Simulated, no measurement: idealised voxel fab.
Process module name: voxel released beams
It is cross-section cut that appears here, measuring 280 nm in width, its square cells being 5 nm in size.
In what follows, cross-sections appear as grids of square cells, described through bands that run from the top down, where every band is one or more rows of cells.
This entry defines a band. It first specifies the height of the band's top and the height of its bottom in nm, and then specifies the band's materials from left to right, stating each material with its width in nm. The word "everywhere" identifies a single material that fills the band from edge to edge, while the word "empty" identifies empty space.
Zero point of the height axis is 0; under it, received wafer = one material. Lowest band: continues down indefinitely, "from 0 down".
Note: "30 to 40" means the width goes from the first number (top row of the band) to the second number (bottom row) in equal steps per row of cells.
You'll sometimes find "nothing altered" written for a step, and that's the way of saying that nowhere in the cross-section did a cell change during that step.
"Enclosed void entries" specifies each empty space that is not open to the top and that occupies no fewer than 8 cells, using the form width x height at distance, the distance measured from the left edge and all three quantities in nm.
Where a step's line continues beyond its settings, the continuation is a remark by the simulator itself on that step.
The "overlay nm" setting may appear on a step's line; for a step that uses a mask, it gives how far to the right of its planned position the mask lay, and a negative value indicates the left.
# The process steps that were planned are listed below
1 RECEIVE, material Si
2 CONFORMAL_DEP, material Al2O3, thk nm 10
3 DIRECTIONAL_DEP, material SiO2, thk nm 15
4 DIRECTIONAL_DEP, material aC, thk nm 15
5 PATTERN, tone open, mask id ANCHOR, material resist, width nm 40, thk nm 30, overlay nm 0
6 DIRECTIONAL_ETCH, etch materials aC, depth nm 15
7 STRIP, etch materials resist
8 DIRECTIONAL_ETCH, etch materials SiO2, depth nm 15
9 STRIP, etch materials aC
10 CONFORMAL_DEP, material SiN, thk nm 15
11 DIRECTIONAL_DEP, material aC, thk nm 15
12 PATTERN, tone cover, mask id BEAM, material resist, width nm 110, thk nm 35, overlay nm 0
13 DIRECTIONAL_ETCH, etch materials aC, depth nm 15
14 STRIP, etch materials resist
15 DIRECTIONAL_ETCH, etch materials SiN, depth nm 15
16 STRIP, etch materials aC
17 STRIP, etch materials SiO2
# The cross-section here shows the wafer as received, i.e. in its state after step 1
from 0 down = Si everywhere
Enclosed void entries: none
# Module complete - cross-section of the first of two wafers, run according to plan
from 40 to 25 = 80 nm empty / 20 nm SiN / 10 nm empty / 80 nm SiN / 90 nm empty
from 25 to 10 = 85 nm empty / 40 nm SiN / 155 nm empty
from 10 to 0 = Al2O3 everywhere
from 0 down = Si everywhere
Enclosed void entries: none
# Cross-section, wafer two of two, end of module: same start and plan as wafer one, one error in execution
from 30 to 25 = 80 nm empty / 10 nm SiN / 30 nm empty / 70 nm SiN / 90 nm empty
from 25 to 15 = 85 nm empty / 5 nm SiN / 30 nm empty / 5 nm SiN / 155 nm empty
from 15 to 10 = 85 nm empty / 40 nm SiN / 155 nm empty
from 10 to 0 = Al2O3 everywhere
from 0 down = Si everywhere
Enclosed void entries: none
Where did the run depart from the plan? step 10 did not use the planned setting and instead ran as CONFORMAL_DEP, material SiN, thk nm 5
The closing comparison, in cells, has the second wafer with more or fewer of some materials than the first: SiN: 56 fewer
